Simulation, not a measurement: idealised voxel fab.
Presented below is a process module, voxel ribs on slabs.
It is cross-section cut that appears here, measuring 270 nm in width, its square cells being 5 nm in size.
A cross-section is a grid of square cells, given in bands from the top down. A band is one or more rows of cells. The entry gives the band's vertical extent as a top height and a bottom height in nm, then its horizontal make-up as materials from left to right, each with a width in nm. "empty" stands for empty space; a single material marked "all across" fills the band edge to edge. Ref level 0: as-received wafer is one material below here. Bottom band extends down with no lower bound ("0 down"). With a width like "30 to 40", each row of cells in the band differs from the next by the same amount, the top row carrying the first number and the bottom row the second. Basically "same as before" means that step didn't change any cell in the cross-section. "Closed void roster" contains a list of empty spaces, each no smaller than 8 cells and without an open way to the top, written in the form width x height at distance with the distance from the left edge and all three in nm. Read whatever lies past the settings on a step's line as the simulator's own remark about the step. overlay nm: mask offset rightward from planned place, masked step; negative means leftward offset.
**Set out below are the planned steps of the process**
- 1: RECEIVE,material Si
- 2: DIRECTIONAL_DEP,material SiO2,thk nm 30
- 3: DIRECTIONAL_DEP,material polySi,thk nm 20
- 4: PATTERN,tone cover,mask id RIB,material resist,width nm 30,thk nm 20,overlay nm 0
- 5: DIRECTIONAL_ETCH,etch materials polySi,depth nm 10
- 6: STRIP,etch materials resist
- 7: MASKED_ETCH,tone cover,mask id SLAB,width nm 60,etch materials polySi,depth nm 10,overlay nm 0
- 8: FILL_DEP,material SiO2,thk nm 20
- 9: CMP,height nm 60
- 10: DIRECTIONAL_DEP,material W,thk nm 5
- 11: MASKED_ETCH,tone cover,mask id HEATER,width nm 40,etch materials W,depth nm 5,overlay nm 0
- 12: CONFORMAL_DEP,material SiO2,thk nm 5
**So, the first of our two wafers, run just as we planned it**
**So this is the incoming wafer in cross-section - it's already been through step 1**
	0 down  Si all across
	Closed void roster: none
**Step 2 done - wafer cross-section**
	30 to 0  SiO2 all across
	Anything lower than 0 is untouched.
**Step 3 done - wafer cross-section**
	50 to 30  polySi all across
	Anything lower than 30 is untouched.
**Step 4 done - wafer cross-section**
	70 to 50  empty (120) / resist (30) / empty (120)
	Anything lower than 50 is untouched.
**Step 5 done - wafer cross-section**
	70 to 50  empty (120) / resist (30) / empty (120)
	50 to 40  empty (120) / polySi (30) / empty (120)
	Anything lower than 40 is untouched.
**Step 6 done - wafer cross-section**
	50 to 40  empty (120) / polySi (30) / empty (120)
	Anything lower than 40 is untouched.
**Step 7 done - wafer cross-section**
	50 to 40  empty (120) / polySi (30) / empty (120)
	40 to 30  empty (105) / polySi (60) / empty (105)
	Anything lower than 30 is untouched.
**Step 8 done - wafer cross-section**
	70 to 50  SiO2 all across
	50 to 40  SiO2 (120) / polySi (30) / SiO2 (120)
	40 to 30  SiO2 (105) / polySi (60) / SiO2 (105)
	Anything lower than 30 is untouched.
**Step 9 done - wafer cross-section**
	60 to 50  SiO2 all across
	Anything lower than 50 is untouched.
**Step 10 done - wafer cross-section**
	65 to 60  W all across
	Anything lower than 60 is untouched.
**Step 11 done - wafer cross-section**
	65 to 60  empty (115) / W (40) / empty (115)
	Anything lower than 60 is untouched.
**Step 12 done - wafer cross-section**
	70 to 65  empty (110) / SiO2 (50) / empty (110)
	65 to 60  SiO2 (115) / W (40) / SiO2 (115)
	Anything lower than 60 is untouched.
**Notes, second wafer: start = first wafer's, plan = first wafer's, execution had one mistake; history identical to first through step 10**
**Cross-section of the second wafer at the time by which step 11 should have been completed according to the plan**
	65 to 60  empty (110) / W (40) / empty (120)
	Anything lower than 60 is untouched.
**Cross-section of the second wafer at the time by which step 12 should have been completed according to the plan**
	70 to 65  empty (105) / SiO2 (50) / empty (115)
	65 to 60  SiO2 (110) / W (40) / SiO2 (120)
	Anything lower than 60 is untouched.
Deviation from plan: planned and actual differ for step 11; actual: MASKED_ETCH,tone cover,mask id HEATER,width nm 40,etch materials W,depth nm 5,overlay nm -5
Upon completion, the cell count for each material on the second wafer equals that on the first, whereas the spatial distribution of those cells differs.
